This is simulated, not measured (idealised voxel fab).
The process module presented herein is designated voxel transistor to metal.
cross-section cut | 190 nm wide | cells 5 nm
For the purposes of this document, a cross-section shall be understood as a grid of square cells, specified as bands listed in top-to-bottom order, each band consisting of one or more rows of cells.
Band: top height; bottom height; in nm. Then, left to right: material with width in nm, for each material. "all across": a single material spanning edge to edge. "air": empty space.
The reference from which all heights are counted is 0, the level beneath which the as-received wafer is entirely one material; the lowest band, having no lower bound, proceeds downward and is written after the example "top 0, no bottom".
You'd read "30->40" like this: the band's top row of cells is as wide as the first number, its bottom row is as wide as the second, and going down, every row changes width by the same amount as the row before did.
Given "left unchanged" for a step, no cell of the cross-section differs between before and after that step.
The list in "Trapped cavities" covers empty spaces of 8 cells or more that cannot reach the top through any open way, and it gives each as width x height at distance; the distance is from the left edge, and width, height and distance are in nm.
Formally, on a step line, whatever follows the settings is a remark that the simulator itself makes on the step.
"overlay nm", when on a step's line for a step with a mask, measures how far to the right of its planned place the mask lay; a negative measure means to the left.

-- These are the steps we planned for the process
1) RECEIVE with material Si
2) CONFORMAL_DEP with material SiO2, thk nm 5
3) CONFORMAL_DEP with material SiN, thk nm 15
4) PATTERN with tone cover, mask id ACTIVE, material resist, width nm 115, thk nm 20, overlay nm 0
5) DIRECTIONAL_ETCH with etch materials SiN, depth nm 15
6) DIRECTIONAL_ETCH with etch materials SiO2, depth nm 5
7) DIRECTIONAL_ETCH with etch materials Si, depth nm 35
8) STRIP with etch materials resist
9) FILL_DEP with material SiO2, thk nm 10
10) CMP with height nm 20
11) SELECTIVE_ETCH with etch materials SiO2, depth nm 15
12) STRIP with etch materials SiN
13) SELECTIVE_ETCH with etch materials SiO2, depth nm 5
14) OXIDIZE with depth nm 5
15) DIRECTIONAL_DEP with material polySi, thk nm 25
16) DIRECTIONAL_DEP with material SiCN, thk nm 15
17) DIRECTIONAL_DEP with material aC, thk nm 15
18) PATTERN with tone cover, mask id GATE, material resist, width nm 25, thk nm 30, overlay nm 0
19) DIRECTIONAL_ETCH with etch materials aC, depth nm 15
20) STRIP with etch materials resist
21) DIRECTIONAL_ETCH with etch materials SiCN, depth nm 25
22) DIRECTIONAL_ETCH with etch materials polySi, depth nm 35
23) STRIP with etch materials aC
24) CONFORMAL_DEP with material SiO2, thk nm 5
25) DIRECTIONAL_ETCH with etch materials SiO2, depth nm 5
26) CONFORMAL_DEP with material SiN, thk nm 10
27) DIRECTIONAL_ETCH with etch materials SiN, depth nm 10
28) DIRECTIONAL_ETCH with etch materials SiO2, depth nm 5
29) EPI with material nSi, thk nm 5
30) FILL_DEP with material SiO2, thk nm 10
31) CMP with height nm 40
32) DIRECTIONAL_DEP with material SiO2, thk nm 10
33) DIRECTIONAL_DEP with material aC, thk nm 10
34) PATTERN with tone open, mask id CONTACT, material resist, width nm 20, pitch nm 75, thk nm 25, overlay nm 0
35) DIRECTIONAL_ETCH with etch materials aC, depth nm 10
36) STRIP with etch materials resist
37) DIRECTIONAL_ETCH with etch materials SiO2, depth nm 40
38) STRIP with etch materials aC
39) CONFORMAL_DEP with material TiN, thk nm 5
40) FILL_DEP with material Ru, thk nm 5
41) CMP with height nm 50
42) DIRECTIONAL_DEP with material TiN, thk nm 5
43) DIRECTIONAL_DEP with material W, thk nm 20
44) MASKED_ETCH with tone cover, mask id METAL_1, width nm 20, pitch nm 75, etch materials W, depth nm 20, overlay nm 0
45) MASKED_ETCH with tone cover, mask id METAL_1, width nm 20, pitch nm 75, etch materials TiN, depth nm 5, overlay nm 0
46) FILL_DEP with material SiO2, thk nm 5
47) CMP with height nm 75
48) CONFORMAL_DEP with material SiCN, thk nm 5
49) DIRECTIONAL_DEP with material lowk, thk nm 35
50) MASKED_ETCH with tone open, mask id METAL_2, width nm 20, pitch nm 75, etch materials lowk, depth nm 20, overlay nm 0
51) PATTERN with tone open, mask id METAL_2_HOLES, material resist, width nm 15, pitch nm 75, thk nm 15, overlay nm 0
52) DIRECTIONAL_ETCH with etch materials lowk, depth nm 15
53) DIRECTIONAL_ETCH with etch materials SiCN, depth nm 5
54) STRIP with etch materials resist
55) CONFORMAL_DEP with material TiN, thk nm 5
56) FILL_DEP with material Ru, thk nm 10
57) CMP with height nm 115
58) CONFORMAL_DEP with material SiCN, thk nm 5
The plan shows the depth nm of step 37 as the first wafer had it; this setting differs between the wafers, which start out alike.

-- Received wafers, first of several: cross-section after step 1
  top 0, no bottom = Si all across
  Trapped cavities: none

-- each wafer at the end: cells of each material gained (+) or lost (-) since it was received, then its closed voids
depth nm 40 | +48 Ru | -128 Si | +85 SiCN | +32 SiN | +508 SiO2 | +80 TiN | +32 W | +216 lowk | +14 nSi | +25 polySi | Trapped cavities: none
depth nm 45 | +52 Ru | -128 Si | +85 SiCN | +32 SiN | +500 SiO2 | +84 TiN | +32 W | +216 lowk | +14 nSi | +25 polySi | Trapped cavities: none
depth nm 50 | +56 Ru | -128 Si | +85 SiCN | +32 SiN | +492 SiO2 | +88 TiN | +32 W | +216 lowk | +14 nSi | +25 polySi | Trapped cavities: none
depth nm 55 | +56 Ru | -128 Si | +85 SiCN | +32 SiN | +492 SiO2 | +88 TiN | +32 W | +216 lowk | +14 nSi | +25 polySi | Trapped cavities: none
depth nm 60 | +56 Ru | -128 Si | +85 SiCN | +32 SiN | +492 SiO2 | +88 TiN | +32 W | +216 lowk | +14 nSi | +25 polySi | Trapped cavities: none
depth nm 65 | +56 Ru | -128 Si | +85 SiCN | +32 SiN | +492 SiO2 | +88 TiN | +32 W | +216 lowk | +14 nSi | +25 polySi | Trapped cavities: none
